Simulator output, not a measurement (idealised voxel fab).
Process module, titled voxel transistor to metal
FYI the section here is cut, 265 nm wide, cells are 5 nm squares.
Cross-section = grid of square cells, listed top down in bands; band = one or more rows. Band: top and bottom heights (nm) first, top before bottom; then materials from left to right, widths in nm. "full width" marks a sole material filling the band edge to edge. "air" denotes empty space. Below 0: as-received wafer, all one material; heights counted from there. Lowest band: no bottom, goes on down, written "0 down". The expression "30->40" gives the width at the extremes of the band, the first number at its top row of cells and the second at its bottom row, with the width changing by equal amounts from each row to the next in between. Reading "no alteration" for a step: not a cell of the cross-section changed in it. "Enclosed empty spaces" means: voids of 8 cells or more that are shut off from the top with no open way through. Written width x height at distance, distance from the left edge, in nm. Note: text after step settings on the step line = simulator remark on that step. What "overlay nm" on a step's line means: if the step has a mask, that mask lay this far to the right of its planned place, or, when the value is negative, to the left. Pairs follow: section before one process step, section after it down to the lowest changed band, step with settings underneath. Pairs may come from different runs of this module on the same starting wafer; continuity with the pair above only as stated in the "State before step" entry.

# State before step
> 130 to 115: 30 aC | 15 air | 110 aC | 15 air | 95 aC
> 115 to 80: lowk full width
> 80 to 75: SiCN full width
> 75 to 70: 25 SiCN | 25 Ru | 40 SiCN | 25 Ru | 35 SiCN | 25 Ru | 40 SiCN | 25 Ru | 25 SiCN
> 70 to 55: 30 lowk | 5 TiN | 5 Ru | 5 TiN | 50 lowk | 5 TiN | 5 Ru | 5 TiN | 45 lowk | 5 TiN | 5 Ru | 5 TiN | 50 lowk | 5 TiN | 5 Ru | 5 TiN | 30 lowk
> 55 to 50: 30 SiN | 15 TiN | 50 SiN | 15 TiN | 45 SiN | 15 TiN | 50 SiN | 15 TiN | 30 SiN
> 50 to 35: 20 SiO2 | 5 TiN | 5 W | 5 TiN | 50 SiO2 | 5 TiN | 5 W | 5 TiN | 45 SiO2 | 5 TiN | 5 W | 5 TiN | 50 SiO2 | 5 TiN | 5 W | 5 TiN | 40 SiO2
> 35 to 25: 20 SiO2 | 5 TiN | 5 W | 5 TiN | 20 SiO2 | 5 SiN | 20 SiCN | 5 SiN | 5 TiN | 5 W | 5 TiN | 45 SiO2 | 5 TiN | 5 W | 5 TiN | 20 SiO2 | 5 SiN | 20 SiCN | 5 SiN | 5 TiN | 5 W | 5 TiN | 40 SiO2
> 25 to 0: 20 SiO2 | 5 TiN | 5 W | 5 TiN | 20 SiO2 | 5 SiN | 20 polySi | 5 SiN | 5 TiN | 5 W | 5 TiN | 45 SiO2 | 5 TiN | 5 W | 5 TiN | 20 SiO2 | 5 SiN | 20 polySi | 5 SiN | 5 TiN | 5 W | 5 TiN | 40 SiO2
> 0 to -5: 20 SiO2 | 15 TiN | 20 SiO2 | 5 SiN | 20 polySi | 5 SiN | 15 TiN | 45 SiO2 | 15 TiN | 20 SiO2 | 5 SiN | 20 polySi | 5 SiN | 15 TiN | 40 SiO2
> -5 to -10: 20 SiO2 | 35 nSi | 30 SiO2 | 35 nSi | 25 SiO2 | 35 nSi | 30 SiO2 | 35 nSi | 20 SiO2
> -10 to -30: 25 SiO2 | 90 Si | 35 SiO2 | 90 Si | 25 SiO2
> -30 down: Si full width
> Enclosed empty spaces: none

# Cross-Section Thereafter
> 130 to 115: 30 aC | 15 air | 110 aC | 15 air | 95 aC
> 115 to 95: 30 lowk | 15 air | 110 lowk | 15 air | 95 lowk
> Everything below 95 is unchanged.
> Enclosed empty spaces: none
Step, before to after (see cross-sections above): op DIRECTIONAL_ETCH | etch materials lowk | depth nm 20

State before step: per the after cross-section of the pair just above.

# Cross-Section Thereafter
> 115 to 95: 30 lowk | 15 air | 110 lowk | 15 air | 95 lowk
> Everything below 95 is unchanged.
> Enclosed empty spaces: none
Step, before to after (see cross-sections above): op STRIP | etch materials aC

State before step: per the after cross-section of the pair just above.

# Cross-Section Thereafter
> 130 to 115: 30 resist | 15 air | 110 resist | 15 air | 95 resist
> Everything below 115 is unchanged.
> Enclosed empty spaces: none
Step, before to after (see cross-sections above): op PATTERN | tone open | mask id METAL_2_HOLES | material resist | width nm 15 | pitch nm 125 | thk nm 15 | overlay nm 0

State before step: per the after cross-section of the pair just above.

# Cross-Section Thereafter
> 130 to 115: 30 resist | 15 air | 110 resist | 15 air | 95 resist
> 115 to 80: 30 lowk | 15 air | 110 lowk | 15 air | 95 lowk
> Everything below 80 is unchanged.
> Enclosed empty spaces: none
Step, before to after (see cross-sections above): op DIRECTIONAL_ETCH | etch materials lowk | depth nm 15

State before step: per the after cross-section of the pair just above.

# Cross-Section Thereafter
> 130 to 115: 30 resist | 15 air | 110 resist | 15 air | 95 resist
> 115 to 80: 30 lowk | 15 air | 110 lowk | 15 air | 95 lowk
> 80 to 75: 30 SiCN | 15 air | 110 SiCN | 15 air | 95 SiCN
> Everything below 75 is unchanged.
> Enclosed empty spaces: none
Step, before to after (see cross-sections above): op DIRECTIONAL_ETCH | etch materials SiCN | depth nm 5

State before step: per the after cross-section of the pair just above.

# Cross-Section Thereafter
> 115 to 80: 30 lowk | 15 air | 110 lowk | 15 air | 95 lowk
> Everything below 80 is unchanged.
> Enclosed empty spaces: none
Step, before to after (see cross-sections above): op STRIP | etch materials resist

State before step: per the after cross-section of the pair just above.

# Cross-Section Thereafter
> 120 to 115: 35 TiN | 5 air | 120 TiN | 5 air | 100 TiN
> 115 to 80: 30 lowk | 5 TiN | 5 air | 5 TiN | 110 lowk | 5 TiN | 5 air | 5 TiN | 95 lowk
> 80 to 75: 30 SiCN | 15 TiN | 110 SiCN | 15 TiN | 95 SiCN
> Everything below 75 is unchanged.
> Enclosed empty spaces: none
Step, before to after (see cross-sections above): op CONFORMAL_DEP | material TiN | thk nm 5

State before step: per the after cross-section of the pair just above.

# Cross-Section Thereafter
> 125 to 120: Ru full width
> 120 to 115: 35 TiN | 5 Ru | 120 TiN | 5 Ru | 100 TiN
> 115 to 80: 30 lowk | 5 TiN | 5 Ru | 5 TiN | 110 lowk | 5 TiN | 5 Ru | 5 TiN | 95 lowk
> Everything below 80 is unchanged.
> Enclosed empty spaces: none
Step, before to after (see cross-sections above): op FILL_DEP | material Ru | thk nm 5

State before step: per the after cross-section of the pair just above.

# Cross-Section Thereafter
> 115 to 80: 30 lowk | 5 TiN | 5 Ru | 5 TiN | 110 lowk | 5 TiN | 5 Ru | 5 TiN | 95 lowk
> Everything below 80 is unchanged.
> Enclosed empty spaces: none
Step, before to after (see cross-sections above): op CMP | height nm 115

State before step: per the after cross-section of the pair just above.

# Cross-Section Thereafter
> 120 to 115: SiN full width
> Everything below 115 is unchanged.
> Enclosed empty spaces: none
Step, before to after (see cross-sections above): op CONFORMAL_DEP | material SiN | thk nm 5

# State before step
> -5 to -10: SiO2 full width
> -10 to -30: 25 SiO2 | 90 Si | 35 SiO2 | 90 Si | 25 SiO2
> -30 down: Si full width
> Enclosed empty spaces: none

# Cross-Section Thereafter
> 25 to -10: SiO2 full width
> Everything below -10 is unchanged.
> Enclosed empty spaces: none
Step, before to after (see cross-sections above): op DIRECTIONAL_DEP | material SiO2 | thk nm 30

State before step: per the after cross-section of the pair just above.

# Cross-Section Thereafter
> 35 to 25: SiCN full width
> Everything below 25 is unchanged.
> Enclosed empty spaces: none
Step, before to after (see cross-sections above): op DIRECTIONAL_DEP | material SiCN | thk nm 10

State before step: per the after cross-section of the pair just above.

# Cross-Section Thereafter
> 35 to 25: 60 air | 20 SiCN | 105 air | 20 SiCN | 60 air
> Everything below 25 is unchanged.
> Enclosed empty spaces: none
Step, before to after (see cross-sections above): op MASKED_ETCH | tone cover | mask id GATE | width nm 20 | pitch nm 125 | etch materials SiCN | depth nm 20 | overlay nm 0

State before step: per the after cross-section of the pair just above.

# Cross-Section Thereafter
> 40 to 35: 55 air | 30 SiN | 95 air | 30 SiN | 55 air
> 35 to 30: 55 air | 5 SiN | 20 SiCN | 5 SiN | 95 air | 5 SiN | 20 SiCN | 5 SiN | 55 air
> 30 to 25: 60 SiN | 20 SiCN | 105 SiN | 20 SiCN | 60 SiN
> Everything below 25 is unchanged.
> Enclosed empty spaces: none
Step, before to after (see cross-sections above): op CONFORMAL_DEP | material SiN | thk nm 5

State before step: per the after cross-section of the pair just above.

# Cross-Section Thereafter
> 35 to 25: 55 air | 5 SiN | 20 SiCN | 5 SiN | 95 air | 5 SiN | 20 SiCN | 5 SiN | 55 air
> Everything below 25 is unchanged.
> Enclosed empty spaces: none
Step, before to after (see cross-sections above): op DIRECTIONAL_ETCH | etch materials SiN | depth nm 5

State before step: per the after cross-section of the pair just above.

# Cross-Section Thereafter
> 35 to 25: 55 air | 5 SiN | 20 SiCN | 5 SiN | 95 air | 5 SiN | 20 SiCN | 5 SiN | 55 air
> 25 to 20: 55 air | 30 SiO2 | 95 air | 30 SiO2 | 55 air
> Everything below 20 is unchanged.
> Enclosed empty spaces: none
Step, before to after (see cross-sections above): op DIRECTIONAL_ETCH | etch materials SiO2 | depth nm 5

State before step: per the after cross-section of the pair just above.

# Cross-Section Thereafter
> 40 to 35: SiO2 full width
> 35 to 25: 55 SiO2 | 5 SiN | 20 SiCN | 5 SiN | 95 SiO2 | 5 SiN | 20 SiCN | 5 SiN | 55 SiO2
> 25 to -10: SiO2 full width
> Everything below -10 is unchanged.
> Enclosed empty spaces: none
Step, before to after (see cross-sections above): op FILL_DEP | material SiO2 | thk nm 5

State before step: per the after cross-section of the pair just above.

# Cross-Section Thereafter
> 35 to 25: 55 SiO2 | 5 SiN | 20 SiCN | 5 SiN | 95 SiO2 | 5 SiN | 20 SiCN | 5 SiN | 55 SiO2
> Everything below 25 is unchanged.
> Enclosed empty spaces: none
Step, before to after (see cross-sections above): op CMP | height nm 35

State before step: per the after cross-section of the pair just above.

# Cross-Section Thereafter
> 50 to 35: SiO2 full width
> Everything below 35 is unchanged.
> Enclosed empty spaces: none
Step, before to after (see cross-sections above): op DIRECTIONAL_DEP | material SiO2 | thk nm 15

State before step: per the after cross-section of the pair just above.

# Cross-Section Thereafter
> 50 to 35: 30 SiO2 | 15 air | 50 SiO2 | 15 air | 45 SiO2 | 15 air | 50 SiO2 | 15 air | 30 SiO2
> 35 to 25: 30 SiO2 | 15 air | 10 SiO2 | 5 SiN | 20 SiCN | 5 SiN | 10 SiO2 | 15 air | 45 SiO2 | 15 air | 10 SiO2 | 5 SiN | 20 SiCN | 5 SiN | 10 SiO2 | 15 air | 30 SiO2
> 25 to -5: 30 SiO2 | 15 air | 50 SiO2 | 15 air | 45 SiO2 | 15 air | 50 SiO2 | 15 air | 30 SiO2
> Everything below -5 is unchanged.
> Enclosed empty spaces: none
Step, before to after (see cross-sections above): op MASKED_ETCH | tone open | mask id CONTACT | width nm 15 | etch materials SiO2 | depth nm 55 | overlay nm 0

State before step: per the after cross-section of the pair just above.

# Cross-Section Thereafter
> 55 to 50: 35 TiN | 5 air | 60 TiN | 5 air | 55 TiN | 5 air | 60 TiN | 5 air | 35 TiN
> 50 to 35: 30 SiO2 | 5 TiN | 5 air | 5 TiN | 50 SiO2 | 5 TiN | 5 air | 5 TiN | 45 SiO2 | 5 TiN | 5 air | 5 TiN | 50 SiO2 | 5 TiN | 5 air | 5 TiN | 30 SiO2
> 35 to 25: 30 SiO2 | 5 TiN | 5 air | 5 TiN | 10 SiO2 | 5 SiN | 20 SiCN | 5 SiN | 10 SiO2 | 5 TiN | 5 air | 5 TiN | 45 SiO2 | 5 TiN | 5 air | 5 TiN | 10 SiO2 | 5 SiN | 20 SiCN | 5 SiN | 10 SiO2 | 5 TiN | 5 air | 5 TiN | 30 SiO2
> 25 to 0: 30 SiO2 | 5 TiN | 5 air | 5 TiN | 50 SiO2 | 5 TiN | 5 air | 5 TiN | 45 SiO2 | 5 TiN | 5 air | 5 TiN | 50 SiO2 | 5 TiN | 5 air | 5 TiN | 30 SiO2
> 0 to -5: 30 SiO2 | 15 TiN | 50 SiO2 | 15 TiN | 45 SiO2 | 15 TiN | 50 SiO2 | 15 TiN | 30 SiO2
> Everything below -5 is unchanged.
> Enclosed empty spaces: none
Step, before to after (see cross-sections above): op CONFORMAL_DEP | material TiN | thk nm 5

State before step: per the after cross-section of the pair just above.

# Cross-Section Thereafter
> 65 to 55: W full width
> 55 to 50: 35 TiN | 5 W | 60 TiN | 5 W | 55 TiN | 5 W | 60 TiN | 5 W | 35 TiN
> 50 to 35: 30 SiO2 | 5 TiN | 5 W | 5 TiN | 50 SiO2 | 5 TiN | 5 W | 5 TiN | 45 SiO2 | 5 TiN | 5 W | 5 TiN | 50 SiO2 | 5 TiN | 5 W | 5 TiN | 30 SiO2
> 35 to 25: 30 SiO2 | 5 TiN | 5 W | 5 TiN | 10 SiO2 | 5 SiN | 20 SiCN | 5 SiN | 10 SiO2 | 5 TiN | 5 W | 5 TiN | 45 SiO2 | 5 TiN | 5 W | 5 TiN | 10 SiO2 | 5 SiN | 20 SiCN | 5 SiN | 10 SiO2 | 5 TiN | 5 W | 5 TiN | 30 SiO2
> 25 to 0: 30 SiO2 | 5 TiN | 5 W | 5 TiN | 50 SiO2 | 5 TiN | 5 W | 5 TiN | 45 SiO2 | 5 TiN | 5 W | 5 TiN | 50 SiO2 | 5 TiN | 5 W | 5 TiN | 30 SiO2
> Everything below 0 is unchanged.
> Enclosed empty spaces: none
Step, before to after (see cross-sections above): op FILL_DEP | material W | thk nm 10

State before step: per the after cross-section of the pair just above.

# Cross-Section Thereafter
> 50 to 35: 30 SiO2 | 5 TiN | 5 W | 5 TiN | 50 SiO2 | 5 TiN | 5 W | 5 TiN | 45 SiO2 | 5 TiN | 5 W | 5 TiN | 50 SiO2 | 5 TiN | 5 W | 5 TiN | 30 SiO2
> Everything below 35 is unchanged.
> Enclosed empty spaces: none
Step, before to after (see cross-sections above): op CMP | height nm 50

State before step: per the after cross-section of the pair just above.

# Cross-Section Thereafter
> 55 to 50: SiN full width
> Everything below 50 is unchanged.
> Enclosed empty spaces: none
Step, before to after (see cross-sections above): op CONFORMAL_DEP | material SiN | thk nm 5

State before step: per the after cross-section of the pair just above.

# Cross-Section Thereafter
> 70 to 55: lowk full width
> Everything below 55 is unchanged.
> Enclosed empty spaces: none
Step, before to after (see cross-sections above): op DIRECTIONAL_DEP | material lowk | thk nm 15

State before step: per the after cross-section of the pair just above.

# Cross-Section Thereafter
> 85 to 70: 30 resist | 15 air | 50 resist | 15 air | 45 resist | 15 air | 50 resist | 15 air | 30 resist
> Everything below 70 is unchanged.
> Enclosed empty spaces: none
Step, before to after (see cross-sections above): op PATTERN | tone open | mask id METAL_1 | material resist | width nm 15 | thk nm 15 | overlay nm 0

State before step: per the after cross-section of the pair just above.

# Cross-Section Thereafter
> 85 to 70: 30 resist | 15 air | 50 resist | 15 air | 45 resist | 15 air | 50 resist | 15 air | 30 resist
> 70 to 55: 30 lowk | 15 air | 50 lowk | 15 air | 45 lowk | 15 air | 50 lowk | 15 air | 30 lowk
> Everything below 55 is unchanged.
> Enclosed empty spaces: none
Step, before to after (see cross-sections above): op DIRECTIONAL_ETCH | etch materials lowk | depth nm 15

State before step: per the after cross-section of the pair just above.

# Cross-Section Thereafter
> 85 to 70: 30 resist | 15 air | 50 resist | 15 air | 45 resist | 15 air | 50 resist | 15 air | 30 resist
> 70 to 55: 30 lowk | 15 air | 50 lowk | 15 air | 45 lowk | 15 air | 50 lowk | 15 air | 30 lowk
> 55 to 50: 30 SiN | 15 air | 50 SiN | 15 air | 45 SiN | 15 air | 50 SiN | 15 air | 30 SiN
> Everything below 50 is unchanged.
> Enclosed empty spaces: none
Step, before to after (see cross-sections above): op DIRECTIONAL_ETCH | etch materials SiN | depth nm 5

State before step: per the after cross-section of the pair just above.

# Cross-Section Thereafter
> 70 to 55: 30 lowk | 15 air | 50 lowk | 15 air | 45 lowk | 15 air | 50 lowk | 15 air | 30 lowk
> Everything below 55 is unchanged.
> Enclosed empty spaces: none
Step, before to after (see cross-sections above): op STRIP | etch materials resist

State before step: per the after cross-section of the pair just above.

# Cross-Section Thereafter
> 75 to 70: 35 TiN | 5 air | 60 TiN | 5 air | 55 TiN | 5 air | 60 TiN | 5 air | 35 TiN
> 70 to 55: 30 lowk | 5 TiN | 5 air | 5 TiN | 50 lowk | 5 TiN | 5 air | 5 TiN | 45 lowk | 5 TiN | 5 air | 5 TiN | 50 lowk | 5 TiN | 5 air | 5 TiN | 30 lowk
> 55 to 50: 30 SiN | 15 TiN | 50 SiN | 15 TiN | 45 SiN | 15 TiN | 50 SiN | 15 TiN | 30 SiN
> Everything below 50 is unchanged.
> Enclosed empty spaces: none
Step, before to after (see cross-sections above): op CONFORMAL_DEP | material TiN | thk nm 5

State before step: per the after cross-section of the pair just above.

# Cross-Section Thereafter
> 85 to 75: Ru full width
> 75 to 70: 35 TiN | 5 Ru | 60 TiN | 5 Ru | 55 TiN | 5 Ru | 60 TiN | 5 Ru | 35 TiN
> 70 to 55: 30 lowk | 5 TiN | 5 Ru | 5 TiN | 50 lowk | 5 TiN | 5 Ru | 5 TiN | 45 lowk | 5 TiN | 5 Ru | 5 TiN | 50 lowk | 5 TiN | 5 Ru | 5 TiN | 30 lowk
> Everything below 55 is unchanged.
> Enclosed empty spaces: none
Step, before to after (see cross-sections above): op FILL_DEP | material Ru | thk nm 10

State before step: per the after cross-section of the pair just above.

# Cross-Section Thereafter
> 70 to 55: 30 lowk | 5 TiN | 5 Ru | 5 TiN | 50 lowk | 5 TiN | 5 Ru | 5 TiN | 45 lowk | 5 TiN | 5 Ru | 5 TiN | 50 lowk | 5 TiN | 5 Ru | 5 TiN | 30 lowk
> Everything below 55 is unchanged.
> Enclosed empty spaces: none
Step, before to after (see cross-sections above): op CMP | height nm 70

State before step: per the after cross-section of the pair just above.

# Cross-Section Thereafter
> 75 to 70: 25 air | 25 Ru | 40 air | 25 Ru | 35 air | 25 Ru | 40 air | 25 Ru | 25 air
> Everything below 70 is unchanged.
> Enclosed empty spaces: none
Step, before to after (see cross-sections above): op EPI | material Ru | thk nm 5

State before step: per the after cross-section of the pair just above.

# Cross-Section Thereafter
> 80 to 75: SiCN full width
> 75 to 70: 25 SiCN | 25 Ru | 40 SiCN | 25 Ru | 35 SiCN | 25 Ru | 40 SiCN | 25 Ru | 25 SiCN
> Everything below 70 is unchanged.
> Enclosed empty spaces: none
Step, before to after (see cross-sections above): op FILL_DEP | material SiCN | thk nm 5

State before step: per the after cross-section of the pair just above.

# Cross-Section Thereafter
> 115 to 80: lowk full width
> Everything below 80 is unchanged.
> Enclosed empty spaces: none
Step, before to after (see cross-sections above): op DIRECTIONAL_DEP | material lowk | thk nm 35

State before step: per the after cross-section of the pair just above.

# Cross-Section Thereafter
> 130 to 115: aC full width
> Everything below 115 is unchanged.
> Enclosed empty spaces: none
Step, before to after (see cross-sections above): op DIRECTIONAL_DEP | material aC | thk nm 15

State before step: per the after cross-section of the pair just above.

# Cross-Section Thereafter
> 160 to 130: 30 resist | 15 air | 110 resist | 15 air | 95 resist
> Everything below 130 is unchanged.
> Enclosed empty spaces: none
Step, before to after (see cross-sections above): op PATTERN | tone open | mask id METAL_2 | material resist | width nm 15 | pitch nm 125 | thk nm 30 | overlay nm 0

State before step: per the after cross-section of the pair just above.

# Cross-Section Thereafter
> 145 to 130: 30 resist | 15 air | 110 resist | 15 air | 95 resist
> 130 to 115: 30 aC | 15 air | 110 aC | 15 air | 95 aC
> Everything below 115 is unchanged.
> Enclosed empty spaces: none
Step, before to after (see cross-sections above): op DIRECTIONAL_ETCH | etch materials aC | depth nm 15

State before step: per the after cross-section of the pair just above.

# Cross-Section Thereafter
> 130 to 115: 30 aC | 15 air | 110 aC | 15 air | 95 aC
> Everything below 115 is unchanged.
> Enclosed empty spaces: none
Step, before to after (see cross-sections above): op STRIP | etch materials resist

State before step: per the after cross-section of the pair just above.

# Cross-Section Thereafter
> 130 to 115: 30 aC | 15 air | 110 aC | 15 air | 95 aC
> 115 to 95: 30 lowk | 15 air | 110 lowk | 15 air | 95 lowk
> Everything below 95 is unchanged.
> Enclosed empty spaces: none
Step, before to after (see cross-sections above): op DIRECTIONAL_ETCH | etch materials lowk | depth nm 20

State before step: per the after cross-section of the pair just above.

# Cross-Section Thereafter
> 115 to 95: 30 lowk | 15 air | 110 lowk | 15 air | 95 lowk
> Everything below 95 is unchanged.
> Enclosed empty spaces: none
Step, before to after (see cross-sections above): op STRIP | etch materials aC

State before step: per the after cross-section of the pair just above.

# Cross-Section Thereafter
> 130 to 115: 30 resist | 15 air | 110 resist | 15 air | 95 resist
> Everything below 115 is unchanged.
> Enclosed empty spaces: none
Step, before to after (see cross-sections above): op PATTERN | tone open | mask id METAL_2_HOLES | material resist | width nm 15 | pitch nm 125 | thk nm 15 | overlay nm 0

State before step: per the after cross-section of the pair just above.

# Cross-Section Thereafter
> 130 to 115: 30 resist | 15 air | 110 resist | 15 air | 95 resist
> 115 to 80: 30 lowk | 15 air | 110 lowk | 15 air | 95 lowk
> Everything below 80 is unchanged.
> Enclosed empty spaces: none
Step, before to after (see cross-sections above): op DIRECTIONAL_ETCH | etch materials lowk | depth nm 15

State before step: per the after cross-section of the pair just above.

# Cross-Section Thereafter
> 130 to 115: 30 resist | 15 air | 110 resist | 15 air | 95 resist
> 115 to 80: 30 lowk | 15 air | 110 lowk | 15 air | 95 lowk
> 80 to 75: 30 SiCN | 15 air | 110 SiCN | 15 air | 95 SiCN
> Everything below 75 is unchanged.
> Enclosed empty spaces: none
Step, before to after (see cross-sections above): op DIRECTIONAL_ETCH | etch materials SiCN | depth nm 5

State before step: per the after cross-section of the pair just above.

# Cross-Section Thereafter
> 115 to 80: 30 lowk | 15 air | 110 lowk | 15 air | 95 lowk
> Everything below 80 is unchanged.
> Enclosed empty spaces: none
Step, before to after (see cross-sections above): op STRIP | etch materials resist

State before step: per the after cross-section of the pair just above.

# Cross-Section Thereafter
> 120 to 115: 35 TiN | 5 air | 120 TiN | 5 air | 100 TiN
> 115 to 80: 30 lowk | 5 TiN | 5 air | 5 TiN | 110 lowk | 5 TiN | 5 air | 5 TiN | 95 lowk
> 80 to 75: 30 SiCN | 15 TiN | 110 SiCN | 15 TiN | 95 SiCN
> Everything below 75 is unchanged.
> Enclosed empty spaces: none
Step, before to after (see cross-sections above): op CONFORMAL_DEP | material TiN | thk nm 5

State before step: per the after cross-section of the pair just above.

# Cross-Section Thereafter
> 125 to 120: Ru full width
> 120 to 115: 35 TiN | 5 Ru | 120 TiN | 5 Ru | 100 TiN
> 115 to 80: 30 lowk | 5 TiN | 5 Ru | 5 TiN | 110 lowk | 5 TiN | 5 Ru | 5 TiN | 95 lowk
> Everything below 80 is unchanged.
> Enclosed empty spaces: none
Step, before to after (see cross-sections above): op FILL_DEP | material Ru | thk nm 5

State before step: per the after cross-section of the pair just above.

# Cross-Section Thereafter
> 115 to 80: 30 lowk | 5 TiN | 5 Ru | 5 TiN | 110 lowk | 5 TiN | 5 Ru | 5 TiN | 95 lowk
> Everything below 80 is unchanged.
> Enclosed empty spaces: none
Step, before to after (see cross-sections above): op CMP | height nm 115

State before step: per the after cross-section of the pair just above.

# Cross-Section Thereafter
> 120 to 115: SiN full width
> Everything below 115 is unchanged.
> Enclosed empty spaces: none
Step, before to after (see cross-sections above): op CONFORMAL_DEP | material SiN | thk nm 5

# State before step
> 70 to 55: lowk full width
> 55 to 50: SiN full width
> 50 to 35: 30 SiO2 | 5 TiN | 5 W | 5 TiN | 50 SiO2 | 5 TiN | 5 W | 5 TiN | 45 SiO2 | 5 TiN | 5 W | 5 TiN | 50 SiO2 | 5 TiN | 5 W | 5 TiN | 30 SiO2
> 35 to 25: 30 SiO2 | 5 TiN | 5 W | 5 TiN | 10 SiO2 | 5 SiN | 20 SiCN | 5 SiN | 10 SiO2 | 5 TiN | 5 W | 5 TiN | 45 SiO2 | 5 TiN | 5 W | 5 TiN | 10 SiO2 | 5 SiN | 20 SiCN | 5 SiN | 10 SiO2 | 5 TiN | 5 W | 5 TiN | 30 SiO2
> 25 to 0: 30 SiO2 | 5 TiN | 5 W | 5 TiN | 10 SiO2 | 5 SiN | 20 polySi | 5 SiN | 10 SiO2 | 5 TiN | 5 W | 5 TiN | 45 SiO2 | 5 TiN | 5 W | 5 TiN | 10 SiO2 | 5 SiN | 20 polySi | 5 SiN | 10 SiO2 | 5 TiN | 5 W | 5 TiN | 30 SiO2
> 0 to -5: 30 SiO2 | 15 TiN | 10 SiO2 | 5 SiN | 20 polySi | 5 SiN | 10 SiO2 | 15 TiN | 45 SiO2 | 15 TiN | 10 SiO2 | 5 SiN | 20 polySi | 5 SiN | 10 SiO2 | 15 TiN | 30 SiO2
> -5 to -10: 20 SiO2 | 35 nSi | 30 SiO2 | 35 nSi | 25 SiO2 | 35 nSi | 30 SiO2 | 35 nSi | 20 SiO2
> -10 to -30: 25 SiO2 | 90 Si | 35 SiO2 | 90 Si | 25 SiO2
> -30 down: Si full width
> Enclosed empty spaces: none

# Cross-Section Thereafter
> 85 to 70: 30 air | 15 resist | 50 air | 15 resist | 45 air | 15 resist | 50 air | 15 resist | 30 air
> Everything below 70 is unchanged.
> Enclosed empty spaces: none
Step, before to after (see cross-sections above): op PATTERN | tone cover | mask id METAL_1 | material resist | width nm 15 | thk nm 15 | overlay nm 0

State before step: per the after cross-section of the pair just above.

# Cross-Section Thereafter
> 85 to 70: 30 air | 15 resist | 50 air | 15 resist | 45 air | 15 resist | 50 air | 15 resist | 30 air
> 70 to 55: 30 air | 15 lowk | 50 air | 15 lowk | 45 air | 15 lowk | 50 air | 15 lowk | 30 air
> Everything below 55 is unchanged.
> Enclosed empty spaces: none
Step, before to after (see cross-sections above): op DIRECTIONAL_ETCH | etch materials lowk | depth nm 15

State before step: per the after cross-section of the pair just above.

# Cross-Section Thereafter
> 85 to 70: 30 air | 15 resist | 50 air | 15 resist | 45 air | 15 resist | 50 air | 15 resist | 30 air
> 70 to 55: 30 air | 15 lowk | 50 air | 15 lowk | 45 air | 15 lowk | 50 air | 15 lowk | 30 air
> 55 to 50: 30 air | 15 SiN | 50 air | 15 SiN | 45 air | 15 SiN | 50 air | 15 SiN | 30 air
> Everything below 50 is unchanged.
> Enclosed empty spaces: none
Step, before to after (see cross-sections above): op DIRECTIONAL_ETCH | etch materials SiN | depth nm 5

State before step: per the after cross-section of the pair just above.

# Cross-Section Thereafter
> 70 to 55: 30 air | 15 lowk | 50 air | 15 lowk | 45 air | 15 lowk | 50 air | 15 lowk | 30 air
> Everything below 55 is unchanged.
> Enclosed empty spaces: none
Step, before to after (see cross-sections above): op STRIP | etch materials resist

State before step: per the after cross-section of the pair just above.

# Cross-Section Thereafter
> 75 to 70: 25 air | 25 TiN | 40 air | 25 TiN | 35 air | 25 TiN | 40 air | 25 TiN | 25 air
> 70 to 55: 25 air | 5 TiN | 15 lowk | 5 TiN | 40 air | 5 TiN | 15 lowk | 5 TiN | 35 air | 5 TiN | 15 lowk | 5 TiN | 40 air | 5 TiN | 15 lowk | 5 TiN | 25 air
> 55 to 50: 30 TiN | 15 SiN | 50 TiN | 15 SiN | 45 TiN | 15 SiN | 50 TiN | 15 SiN | 30 TiN
> Everything below 50 is unchanged.
> Enclosed empty spaces: none
Step, before to after (see cross-sections above): op CONFORMAL_DEP | material TiN | thk nm 5

State before step: per the after cross-section of the pair just above.

# Cross-Section Thereafter
> 85 to 75: Ru full width
> 75 to 70: 25 Ru | 25 TiN | 40 Ru | 25 TiN | 35 Ru | 25 TiN | 40 Ru | 25 TiN | 25 Ru
> 70 to 55: 25 Ru | 5 TiN | 15 lowk | 5 TiN | 40 Ru | 5 TiN | 15 lowk | 5 TiN | 35 Ru | 5 TiN | 15 lowk | 5 TiN | 40 Ru | 5 TiN | 15 lowk | 5 TiN | 25 Ru
> Everything below 55 is unchanged.
> Enclosed empty spaces: none
Step, before to after (see cross-sections above): op FILL_DEP | material Ru | thk nm 10

State before step: per the after cross-section of the pair just above.

# Cross-Section Thereafter
> 70 to 55: 25 Ru | 5 TiN | 15 lowk | 5 TiN | 40 Ru | 5 TiN | 15 lowk | 5 TiN | 35 Ru | 5 TiN | 15 lowk | 5 TiN | 40 Ru | 5 TiN | 15 lowk | 5 TiN | 25 Ru
> Everything below 55 is unchanged.
> Enclosed empty spaces: none
Step, before to after (see cross-sections above): op CMP | height nm 70

State before step: per the after cross-section of the pair just above.

# Cross-Section Thereafter
> 75 to 70: 35 Ru | 5 air | 60 Ru | 5 air | 55 Ru | 5 air | 60 Ru | 5 air | 35 Ru
> Everything below 70 is unchanged.
> Enclosed empty spaces: none
Step, before to after (see cross-sections above): op EPI | material Ru | thk nm 5

State before step: per the after cross-section of the pair just above.

# Cross-Section Thereafter
> 80 to 75: SiCN full width
> 75 to 70: 35 Ru | 5 SiCN | 60 Ru | 5 SiCN | 55 Ru | 5 SiCN | 60 Ru | 5 SiCN | 35 Ru
> Everything below 70 is unchanged.
> Enclosed empty spaces: none
Step, before to after (see cross-sections above): op FILL_DEP | material SiCN | thk nm 5

State before step: per the after cross-section of the pair just above.

# Cross-Section Thereafter
> 115 to 80: lowk full width
> Everything below 80 is unchanged.
> Enclosed empty spaces: none
Step, before to after (see cross-sections above): op DIRECTIONAL_DEP | material lowk | thk nm 35

State before step: per the after cross-section of the pair just above.

# Cross-Section Thereafter
> 130 to 115: aC full width
> Everything below 115 is unchanged.
> Enclosed empty spaces: none
Step, before to after (see cross-sections above): op DIRECTIONAL_DEP | material aC | thk nm 15

State before step: per the after cross-section of the pair just above.

# Cross-Section Thereafter
> 160 to 130: 30 resist | 15 air | 110 resist | 15 air | 95 resist
> Everything below 130 is unchanged.
> Enclosed empty spaces: none
Step, before to after (see cross-sections above): op PATTERN | tone open | mask id METAL_2 | material resist | width nm 15 | pitch nm 125 | thk nm 30 | overlay nm 0

State before step: per the after cross-section of the pair just above.

# Cross-Section Thereafter
> 145 to 130: 30 resist | 15 air | 110 resist | 15 air | 95 resist
> 130 to 115: 30 aC | 15 air | 110 aC | 15 air | 95 aC
> Everything below 115 is unchanged.
> Enclosed empty spaces: none
Step, before to after (see cross-sections above): op DIRECTIONAL_ETCH | etch materials aC | depth nm 15
